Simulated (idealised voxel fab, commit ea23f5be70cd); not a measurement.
Documented hereafter: the process module known as voxel transistor to metal.
We display cut, a cross-section 180 nm in width whose square cells are each 5 nm.
How to read a cross-section here: the picture is a grid of square cells, written as bands going from the top down, and any band can span one or more rows of cells. A band entry consists of two parts. The first gives the height of the band's top and the height of its bottom, in nm. The rest lists the band's materials from left to right, each with its width in nm. A single material labelled with the word "all across" fills the band from edge to edge, and the word "blank" marks empty space. All heights in this document are referenced to 0, defined as the level beneath which the wafer, as received, consists entirely of one material. The lowest band is not bounded below; it extends indefinitely downward and is written in the form "z 0 and below". Width: "30->40" (first number = top row, second number = bottom row, same change from row to row of cells). What does "remains unaltered" mean for a step? It means no cell of the cross-section changed in that step. Any empty space of 8 cells or more lacking an open way to the top shows up in "Enclosed void catalog" as width x height at distance, distance from the left edge, in nm. If you see something after the settings on a step's line, that's the simulator's own remark about that step. overlay nm: on a step with a mask, how far right of its planned place the mask lay; negative means left.

### The planned process steps are enumerated hereunder
1) RECEIVE [material Si]
2) OXIDIZE [depth nm 5]
3) CONFORMAL_DEP [material SiN] [thk nm 10]
4) MASKED_ETCH [tone cover] [mask id ACTIVE] [width nm 125] [etch materials SiN] [depth nm 10] [overlay nm 0]
5) MASKED_ETCH [tone cover] [mask id ACTIVE] [width nm 125] [etch materials SiO2] [depth nm 5] [overlay nm 0]
6) MASKED_ETCH [tone cover] [mask id ACTIVE] [width nm 125] [etch materials Si] [depth nm 20] [overlay nm 0]
7) OXIDIZE [depth nm 5]
8) FILL_DEP [material SiO2] [thk nm 15]
9) CMP [height nm 10]
10) SELECTIVE_ETCH [etch materials SiO2] [depth nm 5]
11) STRIP [etch materials SiN]
12) SELECTIVE_ETCH [etch materials SiO2] [depth nm 5]
13) OXIDIZE [depth nm 5]
14) DIRECTIONAL_DEP [material polySi] [thk nm 25]
15) DIRECTIONAL_DEP [material SiCN] [thk nm 10]
16) MASKED_ETCH [tone cover] [mask id GATE] [width nm 35] [etch materials SiCN] [depth nm 20] [overlay nm 0]
17) MASKED_ETCH [tone cover] [mask id GATE] [width nm 35] [etch materials polySi] [depth nm 35] [overlay nm 0]
18) CONFORMAL_DEP [material SiO2] [thk nm 5]
19) DIRECTIONAL_ETCH [etch materials SiO2] [depth nm 5]
20) CONFORMAL_DEP [material SiN] [thk nm 5]
21) DIRECTIONAL_ETCH [etch materials SiN] [depth nm 5]
22) DIRECTIONAL_ETCH [etch materials SiO2] [depth nm 5]
23) DIRECTIONAL_ETCH [etch materials Si] [depth nm 10]
24) EPI [material SiGe] [thk nm 15]
25) FILL_DEP [material SiO2] [thk nm 10]
26) CMP [height nm 20]
27) STRIP [etch materials polySi]
28) SELECTIVE_ETCH [etch materials SiO2] [depth nm 5]
29) CONFORMAL_DEP [material HfO2] [thk nm 5]
30) CONFORMAL_DEP [material TiN] [thk nm 5]
31) FILL_DEP [material W] [thk nm 10]
32) CMP [height nm 15]
33) DIRECTIONAL_DEP [material SiO2] [thk nm 15]
34) MASKED_ETCH [tone open] [mask id CONTACT] [width nm 20] [pitch nm 85] [etch materials SiO2] [depth nm 35] [overlay nm 0]
35) CONFORMAL_DEP [material TiN] [thk nm 5]
36) FILL_DEP [material Ru] [thk nm 5]
37) CMP [height nm 30]
38) CONFORMAL_DEP [material SiN] [thk nm 5]
39) DIRECTIONAL_DEP [material lowk] [thk nm 15]
40) DIRECTIONAL_DEP [material aC] [thk nm 15]
41) PATTERN [tone open] [mask id METAL_1] [material resist] [width nm 20] [pitch nm 85] [thk nm 35] [overlay nm 0]
42) DIRECTIONAL_ETCH [etch materials aC] [depth nm 15]
43) STRIP [etch materials resist]
44) DIRECTIONAL_ETCH [etch materials lowk] [depth nm 15]
45) DIRECTIONAL_ETCH [etch materials SiN] [depth nm 5]
46) STRIP [etch materials aC]
47) CONFORMAL_DEP [material TiN] [thk nm 5]
48) FILL_DEP [material Ru] [thk nm 5]
49) CMP [height nm 50]
50) CONFORMAL_DEP [material SiCN] [thk nm 5]

### As-received wafer cross-section (after step 1)
	z 0 and below  Si all across
	Enclosed void catalog: none

### Cross-section: first of two wafers, module finished, run according to plan
	z 55 to 50  SiCN all across
	z 50 to 35  lowk (35)  TiN (5)  Ru (10)  TiN (5)  lowk (65)  TiN (5)  Ru (10)  TiN (5)  lowk (40)
	z 35 to 30  SiN (35)  TiN (20)  SiN (65)  TiN (20)  SiN (40)
	z 30 to 15  SiO2 (35)  TiN (5)  Ru (10)  TiN (5)  SiO2 (65)  TiN (5)  Ru (10)  TiN (5)  SiO2 (40)
	z 15 to 10  SiO2 (35)  TiN (5)  Ru (10)  TiN (5)  SiO2 (5)  SiN (5)  HfO2 (5)  TiN (5)  W (25)  TiN (5)  HfO2 (5)  SiN (5)  SiO2 (5)  TiN (5)  Ru (10)  TiN (5)  SiO2 (40)
	z 10 to 5  SiO2 (35)  TiN (20)  SiO2 (5)  SiN (5)  HfO2 (5)  TiN (5)  W (25)  TiN (5)  HfO2 (5)  SiN (5)  SiO2 (5)  TiN (20)  SiO2 (40)
	z 5 to 0  SiO2 (35)  TiN (10)  SiGe (15)  SiN (5)  HfO2 (5)  TiN (5)  W (25)  TiN (5)  HfO2 (5)  SiN (5)  SiGe (15)  TiN (10)  SiO2 (40)
	z 0 to -5  SiO2 (25)  SiN (5)  SiO2 (5)  TiN (10)  SiGe (15)  SiN (5)  HfO2 (5)  TiN (35)  HfO2 (5)  SiN (5)  SiGe (15)  TiN (10)  SiO2 (5)  SiN (5)  SiO2 (30)
	z -5 to -10  SiO2 (30)  SiGe (30)  SiO2 (5)  HfO2 (45)  SiO2 (5)  SiGe (30)  SiO2 (35)
	z -10 to -20  SiO2 (30)  SiGe (30)  Si (55)  SiGe (30)  SiO2 (35)
	z -20 to -30  SiO2 (30)  Si (115)  SiO2 (35)
	z -30 and below  Si all across
	Enclosed void catalog: none

### End-of-module cross-section of the second wafer: identical starting point and process plan to the first, with one processing mistake
	z 55 to 50  SiCN all across
	z 50 to 35  Ru (30)  TiN (5)  lowk (20)  TiN (5)  Ru (55)  TiN (5)  lowk (20)  TiN (5)  Ru (35)
	z 35 to 30  TiN (35)  SiN (20)  TiN (65)  SiN (20)  TiN (40)
	z 30 to 15  SiO2 (35)  TiN (5)  Ru (10)  TiN (5)  SiO2 (65)  TiN (5)  Ru (10)  TiN (5)  SiO2 (40)
	z 15 to 10  SiO2 (35)  TiN (5)  Ru (10)  TiN (5)  SiO2 (5)  SiN (5)  HfO2 (5)  TiN (5)  W (25)  TiN (5)  HfO2 (5)  SiN (5)  SiO2 (5)  TiN (5)  Ru (10)  TiN (5)  SiO2 (40)
	z 10 to 5  SiO2 (35)  TiN (20)  SiO2 (5)  SiN (5)  HfO2 (5)  TiN (5)  W (25)  TiN (5)  HfO2 (5)  SiN (5)  SiO2 (5)  TiN (20)  SiO2 (40)
	z 5 to 0  SiO2 (35)  TiN (10)  SiGe (15)  SiN (5)  HfO2 (5)  TiN (5)  W (25)  TiN (5)  HfO2 (5)  SiN (5)  SiGe (15)  TiN (10)  SiO2 (40)
	z 0 to -5  SiO2 (25)  SiN (5)  SiO2 (5)  TiN (10)  SiGe (15)  SiN (5)  HfO2 (5)  TiN (35)  HfO2 (5)  SiN (5)  SiGe (15)  TiN (10)  SiO2 (5)  SiN (5)  SiO2 (30)
	z -5 to -10  SiO2 (30)  SiGe (30)  SiO2 (5)  HfO2 (45)  SiO2 (5)  SiGe (30)  SiO2 (35)
	z -10 to -20  SiO2 (30)  SiGe (30)  Si (55)  SiGe (30)  SiO2 (35)
	z -20 to -30  SiO2 (30)  Si (115)  SiO2 (35)
	z -30 and below  Si all across
	Enclosed void catalog: none
Processing error: in deviation from the planned setting, step 41 was conducted as PATTERN [tone cover] [mask id METAL_1] [material resist] [width nm 20] [pitch nm 85] [thk nm 35] [overlay nm 0]
At the finish, the second wafer shows more or fewer cells for some materials than the first does: Ru +60; SiN -20; TiN +20; lowk -60
